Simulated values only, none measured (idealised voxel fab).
process module | voxel plated lines
cross-section cut | 210 nm wide | cells 5 nm
A cross-section is a grid of square cells, given in bands from the top down. A band is one or more rows of cells.
Each band's line starts with the height of the band's top and of its bottom, in nm. Then come its materials from left to right, each with its width in nm. One material with "throughout" fills the band from edge to edge. "air" is empty space.
Height 0 is the level under which the wafer as received is all one material. The lowest band goes on downwards, as in "0 down".
A width such as "30 to 40" changes by the same amount from each row of cells to the next, from the band's top row to its bottom row.
"no change" after a step means that no cell of the cross-section changed.
closed voids: empty space of 8 cells or more with no open way to the top, each as width x height at its distance from the left edge, in nm
after a step's settings: what the simulator itself notes on the step
overlay nm, on a step with a mask: how far to the right of its planned place the mask lay; to the left if negative
plan
1 op RECEIVE | material Si
2 op CONFORMAL_DEP | material Al2O3 | thk nm 10
3 op DIRECTIONAL_DEP | material TiN | thk nm 5
4 op PATTERN | tone open | mask id LINES | material resist | width nm 25 | pitch nm 40 | thk nm 40 | overlay nm 0
5 op EPI | material Ru | thk nm 10
6 op EPI | material Ru | thk nm 10
7 op EPI | material Ru | thk nm 10
8 op STRIP | etch materials resist
9 op DIRECTIONAL_ETCH | etch materials TiN | depth nm 5
10 op CONFORMAL_DEP | material SiN | thk nm 10
as received, after step 1
  0 down: Si throughout
  closed voids: none
first wafer at the end, as planned
  55 to 45: air 60 | SiN 85 | air 65
  45 to 20: air 60 | SiN 10 | Ru 25 | SiN 15 | Ru 25 | SiN 10 | air 65
  20 to 15: SiN 70 | Ru 25 | SiN 15 | Ru 25 | SiN 75
  15 to 10: SiN 70 | TiN 25 | SiN 15 | TiN 25 | SiN 75
  10 to 0: Al2O3 throughout
  0 down: Si throughout
  closed voids: none
second wafer at the end: like start, like plan, one mistake
  55 to 45: air 65 | SiN 85 | air 60
  45 to 20: air 65 | SiN 10 | Ru 25 | SiN 15 | Ru 25 | SiN 10 | air 60
  20 to 15: SiN 75 | Ru 25 | SiN 15 | Ru 25 | SiN 70
  15 to 10: SiN 75 | TiN 25 | SiN 15 | TiN 25 | SiN 70
  10 to 0: Al2O3 throughout
  0 down: Si throughout
  closed voids: none
what went wrong: step 4 ran as: op PATTERN | tone open | mask id LINES | material resist | width nm 25 | pitch nm 40 | thk nm 40 | overlay nm 5
at the end the second wafer has, in cells: as many of each material as the first, in other places
